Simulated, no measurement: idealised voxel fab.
process module | voxel self aligned vias
cross-section cut | 215 nm wide | cells 5 nm
A cross-section is a grid of square cells, given in bands from the top down. A band is one or more rows of cells.
Each band's line starts with the height of the band's top and of its bottom, in nm. Then come its materials from left to right, each with its width in nm. One material with "throughout" fills the band from edge to edge. "air" is empty space.
Height 0 is the level under which the wafer as received is all one material. The lowest band goes on downwards, as in "0 down".
A width such as "30 to 40" changes by the same amount from each row of cells to the next, from the band's top row to its bottom row.
"no change" after a step means that no cell of the cross-section changed.
closed voids: empty space of 8 cells or more with no open way to the top, each as width x height at its distance from the left edge, in nm
after a step's settings: what the simulator itself notes on the step
overlay nm, on a step with a mask: how far to the right of its planned place the mask lay; to the left if negative
plan
1 op RECEIVE | material Si
2 op CONFORMAL_DEP | material SiO2 | thk nm 15
3 op CONFORMAL_DEP | material SiCN | thk nm 5
4 op DIRECTIONAL_DEP | material SiO2 | thk nm 30
5 op DIRECTIONAL_DEP | material aC | thk nm 15
6 op PATTERN | tone open | mask id LINES | material resist | width nm 25 | pitch nm 65 | thk nm 30 | overlay nm 0
7 op DIRECTIONAL_ETCH | etch materials aC | depth nm 15
8 op STRIP | etch materials resist
9 op DIRECTIONAL_ETCH | etch materials SiO2 | depth nm 30
10 op STRIP | etch materials aC
11 op CONFORMAL_DEP | material TiN | thk nm 5
12 op FILL_DEP | material Ru | thk nm 5
13 op CMP | height nm 50
14 op SELECTIVE_ETCH | etch materials W Ru TiN | depth nm 5
15 op FILL_DEP | material SiN | thk nm 10
16 op CMP | height nm 50
17 op DIRECTIONAL_DEP | material SiO2 | thk nm 20
18 op PATTERN | tone open | mask id VIAS | material resist | width nm 35 | pitch nm 65 | thk nm 15 | overlay nm 0
19 op DIRECTIONAL_ETCH | etch materials SiO2 | depth nm 20
20 op DIRECTIONAL_ETCH | etch materials SiN | depth nm 5
21 op STRIP | etch materials resist
22 op CONFORMAL_DEP | material TiN | thk nm 5
23 op FILL_DEP | material W | thk nm 10
24 op CMP | height nm 70
25 op CONFORMAL_DEP | material SiCN | thk nm 5
as received, after step 1
  0 down: Si throughout
  closed voids: none
first wafer at the end, as planned
  75 to 70: SiCN throughout
  70 to 55: SiO2 25 | TiN 5 | W 25 | TiN 5 | SiO2 30 | TiN 5 | W 25 | TiN 5 | SiO2 30 | TiN 5 | W 25 | TiN 5 | SiO2 25
  55 to 50: SiO2 25 | TiN 10 | W 15 | TiN 10 | SiO2 30 | TiN 10 | W 15 | TiN 10 | SiO2 30 | TiN 10 | W 15 | TiN 10 | SiO2 25
  50 to 45: SiO2 30 | TiN 25 | SiO2 40 | TiN 25 | SiO2 40 | TiN 25 | SiO2 30
  45 to 25: SiO2 30 | TiN 5 | Ru 15 | TiN 5 | SiO2 40 | TiN 5 | Ru 15 | TiN 5 | SiO2 40 | TiN 5 | Ru 15 | TiN 5 | SiO2 30
  25 to 20: SiO2 30 | TiN 25 | SiO2 40 | TiN 25 | SiO2 40 | TiN 25 | SiO2 30
  20 to 15: SiCN throughout
  15 to 0: SiO2 throughout
  0 down: Si throughout
  closed voids: none
second wafer at the end: like start, like plan, one mistake
  75 to 70: SiCN throughout
  70 to 55: SiO2 25 | TiN 5 | W 25 | TiN 5 | SiO2 30 | TiN 5 | W 25 | TiN 5 | SiO2 30 | TiN 5 | W 25 | TiN 5 | SiO2 25
  55 to 50: SiO2 25 | TiN 15 | W 10 | TiN 10 | SiO2 30 | TiN 15 | W 10 | TiN 10 | SiO2 30 | TiN 15 | W 10 | TiN 10 | SiO2 25
  50 to 45: SiO2 35 | TiN 20 | SiO2 45 | TiN 20 | SiO2 45 | TiN 20 | SiO2 30
  45 to 25: SiO2 35 | TiN 5 | Ru 10 | TiN 5 | SiO2 45 | TiN 5 | Ru 10 | TiN 5 | SiO2 45 | TiN 5 | Ru 10 | TiN 5 | SiO2 30
  25 to 20: SiO2 35 | TiN 20 | SiO2 45 | TiN 20 | SiO2 45 | TiN 20 | SiO2 30
  20 to 15: SiCN throughout
  15 to 0: SiO2 throughout
  0 down: Si throughout
  closed voids: none
what went wrong: step 6 ran as: op PATTERN | tone open | mask id LINES | material resist | width nm 20 | pitch nm 65 | thk nm 30 | overlay nm 0
at the end the second wafer has, in cells: 12 fewer of Ru | 18 more of SiO2 | 3 fewer of TiN | 3 fewer of W
